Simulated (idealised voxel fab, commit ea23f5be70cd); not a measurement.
The following is a process module called voxel ribs on slabs.
This is section cut - it's 155 nm across, gridded in 5 nm square cells.
Cross-section spec: square-cell grid; bands listed top down; each band is one or more rows.
Band: top height; bottom height; in nm. Then, left to right: material with width in nm, for each material. "all across": a single material spanning edge to edge. "blank": empty space.
Beneath 0, the wafer as received is one material, and that level is where height counting begins. The lowest band goes on downward without a bottom; it is written like "0 -> down".
A two-number width, for instance "30..40", indicates that the width is equal to the first number in the top row of the band and to the second number in the bottom row, and that it changes by a constant amount per row of cells.
Any step labelled "remained the same" changed none of the cells in the cross-section.
Enclosed voids (no open way to top), threshold 8 cells or more, entry "Enclosed void list", notation width x height at distance, distance from left edge, nm.
Where a step's line continues beyond its settings, the continuation is a remark by the simulator itself on that step.
Regarding "overlay nm": on a step with a mask, it is the distance the mask lay to the right of its planned place; a negative value places it to the left.

### List of planned process steps
1 RECEIVE (material Si)
2 DIRECTIONAL_DEP (material SiO2; thk nm 20)
3 DIRECTIONAL_DEP (material SiN; thk nm 20)
4 DIRECTIONAL_DEP (material aC; thk nm 10)
5 PATTERN (tone cover; mask id RIB; material resist; width nm 15; thk nm 25; overlay nm 0)
6 DIRECTIONAL_ETCH (etch materials aC; depth nm 10)
7 STRIP (etch materials resist)
8 DIRECTIONAL_ETCH (etch materials SiN; depth nm 5)
9 STRIP (etch materials aC)
10 MASKED_ETCH (tone cover; mask id SLAB; width nm 65; etch materials SiN; depth nm 15; overlay nm 0)
11 FILL_DEP (material SiO2; thk nm 25)
12 CMP (height nm 60)
13 DIRECTIONAL_DEP (material TiN; thk nm 5)
14 DIRECTIONAL_DEP (material aC; thk nm 15)
15 PATTERN (tone cover; mask id HEATER; material resist; width nm 25; thk nm 35; overlay nm 0)
16 DIRECTIONAL_ETCH (etch materials aC; depth nm 15)
17 STRIP (etch materials resist)
18 DIRECTIONAL_ETCH (etch materials TiN; depth nm 5)
19 STRIP (etch materials aC)
20 CONFORMAL_DEP (material SiN; thk nm 5)

### Wafer at receipt (post step 1), cross-section
	0 -> down | Si all across
	Enclosed void list: none

### End-of-module cross-section of the first of two wafers, processed as planned
	70 -> 65 | 60 blank; 35 SiN; 60 blank
	65 -> 60 | 65 SiN; 25 TiN; 65 SiN
	60 -> 40 | SiO2 all across
	40 -> 35 | 70 SiO2; 15 SiN; 70 SiO2
	35 -> 20 | 45 SiO2; 65 SiN; 45 SiO2
	20 -> 0 | SiO2 all across
	0 -> down | Si all across
	Enclosed void list: none

### Cross-section at end of module for the second wafer of two, which matched the first in starting point and plan and differed by one mistake in its processing
	60 -> 55 | 60 blank; 35 SiN; 60 blank
	55 -> 50 | 65 SiN; 25 TiN; 65 SiN
	50 -> 40 | SiO2 all across
	40 -> 35 | 70 SiO2; 15 SiN; 70 SiO2
	35 -> 20 | 45 SiO2; 65 SiN; 45 SiO2
	20 -> 0 | SiO2 all across
	0 -> down | Si all across
	Enclosed void list: none
Plan not followed: step 12 was run on a setting that differed from the plan, and what really ran there is CMP (height nm 50)
In the final state, the cell counts of the second wafer exceed or fall short of those of the first for the following materials: SiO2 -62
